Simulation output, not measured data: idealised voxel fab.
The name of this process module is voxel capacitor over wiring.
Each square cell in cross-section cut measures 5 nm, and the section as a whole is 225 nm wide.
Heads up, the way a cross-section reads in here is a grid of square cells, handed over as bands from the top down, with every band being one or more rows of cells. Per band: top height and bottom height in nm, followed by the left-to-right materials and their widths in nm; "full width" marks a single material spanning edge to edge, "empty" marks empty space. Heads up on the height convention: 0 is the point under which the incoming wafer is all one material, and the lowest band has no bottom, it just keeps going down, like "0 -> down". It should be noted that a width expressed as "30->40" varies in equal increments from row to row of cells within the band, taking the value of the first number at the top row and that of the second number at the bottom row. Any step labelled "stayed the same" changed none of the cells in the cross-section. The list in "Entrapped voids" covers empty spaces of 8 cells or more that cannot reach the top through any open way, and it gives each as width x height at distance; the distance is from the left edge, and width, height and distance are in nm. Read whatever lies past the settings on a step's line as the simulator's own remark about the step. On any step carrying a mask, the "overlay nm" setting, if present on the step's line, tells how far right of its planned place the mask lay; negative values point to the left.
These are the steps we planned for the process
1. RECEIVE with material Si
2. CONFORMAL_DEP with material SiO2, thk nm 15
3. CONFORMAL_DEP with material SiN, thk nm 5
4. DIRECTIONAL_DEP with material SiO2, thk nm 25
5. PATTERN with tone open, mask id METAL_1, material resist, width nm 30, pitch nm 80, thk nm 15, overlay nm 0
6. DIRECTIONAL_ETCH with etch materials SiO2, depth nm 25
7. DIRECTIONAL_ETCH with etch materials SiN, depth nm 5
8. STRIP with etch materials resist
9. CONFORMAL_DEP with material TiN, thk nm 5
10. FILL_DEP with material W, thk nm 10
11. CMP with height nm 45
12. CONFORMAL_DEP with material SiCN, thk nm 5
13. DIRECTIONAL_DEP with material lowk, thk nm 15
14. PATTERN with tone open, mask id PLUG_1, material resist, width nm 15, thk nm 20, overlay nm 0
15. DIRECTIONAL_ETCH with etch materials lowk, depth nm 15
16. DIRECTIONAL_ETCH with etch materials SiCN, depth nm 5
17. STRIP with etch materials resist
18. EPI with material Ru, thk nm 10
19. EPI with material Ru, thk nm 10
20. DIRECTIONAL_DEP with material TiN, thk nm 10
21. DIRECTIONAL_DEP with material HfO2, thk nm 5
22. DIRECTIONAL_DEP with material TiN, thk nm 10
23. MASKED_ETCH with tone cover, mask id UPPER_PLATE, width nm 55, etch materials TiN, depth nm 10, overlay nm 0
24. MASKED_ETCH with tone cover, mask id UPPER_PLATE, width nm 55, etch materials HfO2, depth nm 5, overlay nm 0
25. MASKED_ETCH with tone cover, mask id LOWER_PLATE, width nm 65, etch materials TiN, depth nm 10, overlay nm 0
26. FILL_DEP with material SiO2, thk nm 20
27. CMP with height nm 105
28. PATTERN with tone open, mask id PLUG_2, material resist, width nm 15, thk nm 15, overlay nm 0
29. DIRECTIONAL_ETCH with etch materials SiO2, depth nm 15
30. STRIP with etch materials resist
31. CONFORMAL_DEP with material TiN, thk nm 5
32. FILL_DEP with material Ru, thk nm 10
33. CMP with height nm 105
34. CONFORMAL_DEP with material SiN, thk nm 5
Cross-section of the wafer as it came to us, i.e., already through step 1
* 0 -> down | Si full width
* Entrapped voids: none
Starting wafer: above. Plan: above. Run: one mistake. Cross-section after the module: below
* 110 -> 105 | SiN full width
* 105 -> 100 | SiO2 80 nm / TiN 15 nm / SiO2 130 nm
* 100 -> 90 | SiO2 70 nm / TiN 25 nm / SiO2 130 nm
* 90 -> 85 | SiO2 70 nm / HfO2 25 nm / TiN 30 nm / SiO2 100 nm
* 85 -> 80 | SiO2 65 nm / TiN 60 nm / SiO2 100 nm
* 80 -> 75 | SiO2 65 nm / TiN 30 nm / HfO2 30 nm / SiO2 100 nm
* 75 -> 65 | SiO2 60 nm / Ru 35 nm / TiN 35 nm / SiO2 95 nm
* 65 -> 50 | lowk 70 nm / Ru 15 nm / lowk 140 nm
* 50 -> 45 | SiCN 70 nm / Ru 15 nm / SiCN 140 nm
* 45 -> 20 | SiO2 55 nm / TiN 5 nm / W 20 nm / TiN 5 nm / SiO2 50 nm / TiN 5 nm / W 20 nm / TiN 5 nm / SiO2 60 nm
* 20 -> 15 | SiN 55 nm / TiN 30 nm / SiN 50 nm / TiN 30 nm / SiN 60 nm
* 15 -> 0 | SiO2 full width
* 0 -> down | Si full width
* Entrapped voids: none
what went wrong: which of the identical steps 18 and 19 was run twice cannot be determined, only that one of them was
